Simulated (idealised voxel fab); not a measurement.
The process module that follows is named voxel ribs on slabs.
cross-section cut | 195 nm wide | cells 5 nm
Square cells in a grid make up a cross-section in this document, and the grid is given as bands, listed from the top down, each one or more rows of cells. Band: top and bottom heights (nm) first, top before bottom; then materials from left to right, widths in nm. "everywhere" marks a sole material filling the band edge to edge. "air" denotes empty space. Ref level 0: as-received wafer is one material below here. Bottom band extends down with no lower bound ("from 0 down"). A width such as "30..40" changes by the same amount from each row of cells to the next, from the band's top row to its bottom row. Step note "remained the same" = no cross-section cell changed. For the entry "Closed cavity list", the listed items are empty spaces with no open way to the top whose size is 8 cells or more; each item follows the pattern width x height at distance, where distance is from the left edge and all three are in nm. Whatever follows a step's settings on its line is a remark the simulator itself makes about that step. overlay nm: on a step with a mask, how far right of its planned place the mask lay; negative means left.

These are the steps we planned for the process
1,RECEIVE with material Si
2,DIRECTIONAL_DEP with material SiO2, thk nm 25
3,DIRECTIONAL_DEP with material polySi, thk nm 15
4,DIRECTIONAL_DEP with material aC, thk nm 15
5,PATTERN with tone cover, mask id RIB, material resist, width nm 15, thk nm 35, overlay nm 0
6,DIRECTIONAL_ETCH with etch materials aC, depth nm 15
7,STRIP with etch materials resist
8,DIRECTIONAL_ETCH with etch materials polySi, depth nm 10
9,STRIP with etch materials aC
10,MASKED_ETCH with tone cover, mask id SLAB, width nm 45, etch materials polySi, depth nm 5, overlay nm 0
11,FILL_DEP with material SiO2, thk nm 20
12,CMP with height nm 50
13,DIRECTIONAL_DEP with material W, thk nm 5
14,PATTERN with tone cover, mask id HEATER, material resist, width nm 25, thk nm 15, overlay nm 0
15,DIRECTIONAL_ETCH with etch materials W, depth nm 5
16,STRIP with etch materials resist
17,CONFORMAL_DEP with material SiN, thk nm 5

The first of two wafers, run as planned

Here's what the wafer looked like in cross-section when it arrived - that's after step 1
- from 0 down  Si everywhere
- Closed cavity list: none

Wafer after step 2 (cross-section)
- from 25 to 0  SiO2 everywhere
- below 0: unchanged

Wafer after step 3 (cross-section)
- from 40 to 25  polySi everywhere
- below 25: unchanged

Wafer after step 4 (cross-section)
- from 55 to 40  aC everywhere
- below 40: unchanged

Wafer after step 5 (cross-section)
- from 90 to 55  air 90 nm  resist 15 nm  air 90 nm
- below 55: unchanged

Wafer after step 6 (cross-section)
- from 75 to 55  air 90 nm  resist 15 nm  air 90 nm
- from 55 to 40  air 90 nm  aC 15 nm  air 90 nm
- below 40: unchanged

Wafer after step 7 (cross-section)
- from 55 to 40  air 90 nm  aC 15 nm  air 90 nm
- below 40: unchanged

Wafer after step 8 (cross-section)
- from 55 to 40  air 90 nm  aC 15 nm  air 90 nm
- from 40 to 30  air 90 nm  polySi 15 nm  air 90 nm
- below 30: unchanged

Wafer after step 9 (cross-section)
- from 40 to 30  air 90 nm  polySi 15 nm  air 90 nm
- below 30: unchanged

Wafer after step 10 (cross-section)
- from 40 to 30  air 90 nm  polySi 15 nm  air 90 nm
- from 30 to 25  air 75 nm  polySi 45 nm  air 75 nm
- below 25: unchanged

Wafer after step 11 (cross-section)
- from 60 to 40  SiO2 everywhere
- from 40 to 30  SiO2 90 nm  polySi 15 nm  SiO2 90 nm
- from 30 to 25  SiO2 75 nm  polySi 45 nm  SiO2 75 nm
- below 25: unchanged

Wafer after step 12 (cross-section)
- from 50 to 40  SiO2 everywhere
- below 40: unchanged

Wafer after step 13 (cross-section)
- from 55 to 50  W everywhere
- below 50: unchanged

Wafer after step 14 (cross-section)
- from 70 to 55  air 85 nm  resist 25 nm  air 85 nm
- below 55: unchanged

Wafer after step 15 (cross-section)
- from 70 to 55  air 85 nm  resist 25 nm  air 85 nm
- from 55 to 50  air 85 nm  W 25 nm  air 85 nm
- below 50: unchanged

Wafer after step 16 (cross-section)
- from 55 to 50  air 85 nm  W 25 nm  air 85 nm
- below 50: unchanged

Wafer after step 17 (cross-section)
- from 60 to 55  air 80 nm  SiN 35 nm  air 80 nm
- from 55 to 50  SiN 85 nm  W 25 nm  SiN 85 nm
- below 50: unchanged

The second wafer was prepared from the same starting point and under the same plan as the first; its processing contained one mistake, and it remains indistinguishable from the first wafer up to and including step 16

Second wafer cross-section, taken as of the time the plan sets for step 17 to be done: remained the same
Here's what went sideways: skipped: plan step 17 (never run)
In the final state, the cell counts of the second wafer exceed or fall short of those of the first for the following materials: SiN: 41 fewer
